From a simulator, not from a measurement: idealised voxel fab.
Name of the process module below: voxel capacitor over wiring
It is cross-section cut that appears here, measuring 225 nm in width, its square cells being 5 nm in size.
Heads up, the way a cross-section reads in here is a grid of square cells, handed over as bands from the top down, with every band being one or more rows of cells.
Read a band's entry like this: the first values are the height of its top and the height of its bottom in nm, and what follows is the sequence of materials from left to right, each with its width in nm. Note that "empty" is empty space, and that a single material marked "all across" reaches across the band from edge to edge.
Height 0 is the level under which the wafer as received is all one material. The lowest band goes on downwards, as in "0 and below".
It should be noted that a width expressed as "30..40" varies in equal increments from row to row of cells within the band, taking the value of the first number at the top row and that of the second number at the bottom row.
What does "nothing was modified" mean for a step? It means no cell of the cross-section changed in that step.
"Listed closed voids" specifies each empty space that is not open to the top and that occupies no fewer than 8 cells, using the form width x height at distance, the distance measured from the left edge and all three quantities in nm.
Step line, after settings: the simulator's comment on this step.
Steps that use a mask can have "overlay nm" on their line. It says how far the mask sat to the right of where it was meant to be. Negative means to the left.
-- The planned process steps are enumerated hereunder
step 1: RECEIVE (material Si)
step 2: CONFORMAL_DEP (material SiO2; thk nm 10)
step 3: CONFORMAL_DEP (material SiCN; thk nm 5)
step 4: DIRECTIONAL_DEP (material SiO2; thk nm 20)
step 5: PATTERN (tone open; mask id METAL_1; material resist; width nm 30; pitch nm 100; thk nm 20; overlay nm 0)
step 6: DIRECTIONAL_ETCH (etch materials SiO2; depth nm 20)
step 7: DIRECTIONAL_ETCH (etch materials SiCN; depth nm 5)
step 8: STRIP (etch materials resist)
step 9: CONFORMAL_DEP (material TiN; thk nm 5)
step 10: FILL_DEP (material Cu; thk nm 10)
step 11: CMP (height nm 35)
step 12: EPI (material Ru; thk nm 5)
step 13: FILL_DEP (material SiCN; thk nm 5)
step 14: DIRECTIONAL_DEP (material lowk; thk nm 20)
step 15: PATTERN (tone open; mask id PLUG_1; material resist; width nm 15; thk nm 20; overlay nm 0)
step 16: DIRECTIONAL_ETCH (etch materials lowk; depth nm 20)
step 17: DIRECTIONAL_ETCH (etch materials SiCN; depth nm 5)
step 18: STRIP (etch materials resist)
step 19: CONFORMAL_DEP (material TiN; thk nm 5)
step 20: FILL_DEP (material W; thk nm 10)
step 21: CMP (height nm 65)
step 22: DIRECTIONAL_DEP (material TiN; thk nm 10)
step 23: DIRECTIONAL_DEP (material Al2O3; thk nm 5)
step 24: DIRECTIONAL_DEP (material TiN; thk nm 5)
step 25: MASKED_ETCH (tone cover; mask id UPPER_PLATE; width nm 75; etch materials TiN; depth nm 5; overlay nm 0)
step 26: MASKED_ETCH (tone cover; mask id UPPER_PLATE; width nm 75; etch materials Al2O3; depth nm 5; overlay nm 0)
step 27: PATTERN (tone cover; mask id LOWER_PLATE; material resist; width nm 85; thk nm 15; overlay nm 0)
step 28: DIRECTIONAL_ETCH (etch materials TiN; depth nm 10)
step 29: STRIP (etch materials resist)
step 30: FILL_DEP (material SiO2; thk nm 20)
step 31: CMP (height nm 100)
step 32: PATTERN (tone open; mask id PLUG_2; material resist; width nm 15; thk nm 15; overlay nm 0)
step 33: DIRECTIONAL_ETCH (etch materials SiO2; depth nm 15)
step 34: STRIP (etch materials resist)
step 35: CONFORMAL_DEP (material TiN; thk nm 5)
step 36: FILL_DEP (material W; thk nm 10)
step 37: CMP (height nm 100)
step 38: CONFORMAL_DEP (material SiN; thk nm 5)
-- The cross-section here shows the wafer as received, i.e. in its state after step 1
    0 and below = Si all across
    Listed closed voids: none
-- Look at the cross-section after the module: the wafer started out the way shown above and the plan was the one shown above, yet one mistake was made along the way
    105 down to 100 = SiN all across
    100 down to 90 = SiO2 (70); TiN (5); W (5); TiN (5); SiO2 (140)
    90 down to 80 = SiO2 (70..60); TiN (15..75); SiO2 (140..90)
    80 down to 75 = SiO2 (60); Al2O3 (75); SiO2 (90)
    75 down to 65 = SiO2 (55); TiN (85); SiO2 (85)
    65 down to 45 = lowk (60); TiN (5); W (5); TiN (5); lowk (150)
    45 down to 40 = SiCN (60); TiN (15); SiCN (150)
    40 down to 35 = SiCN (40); Ru (40); SiCN (60); Ru (40); SiCN (45)
    35 down to 30 = SiCN (45); TiN (30); SiCN (70); TiN (30); SiCN (50)
    30 down to 0 = SiO2 all across
    0 and below = Si all across
    Listed closed voids: none
The mistake made against the process plan was this: steps 3 and 4 of the plan were run in the wrong order, each in the other's place
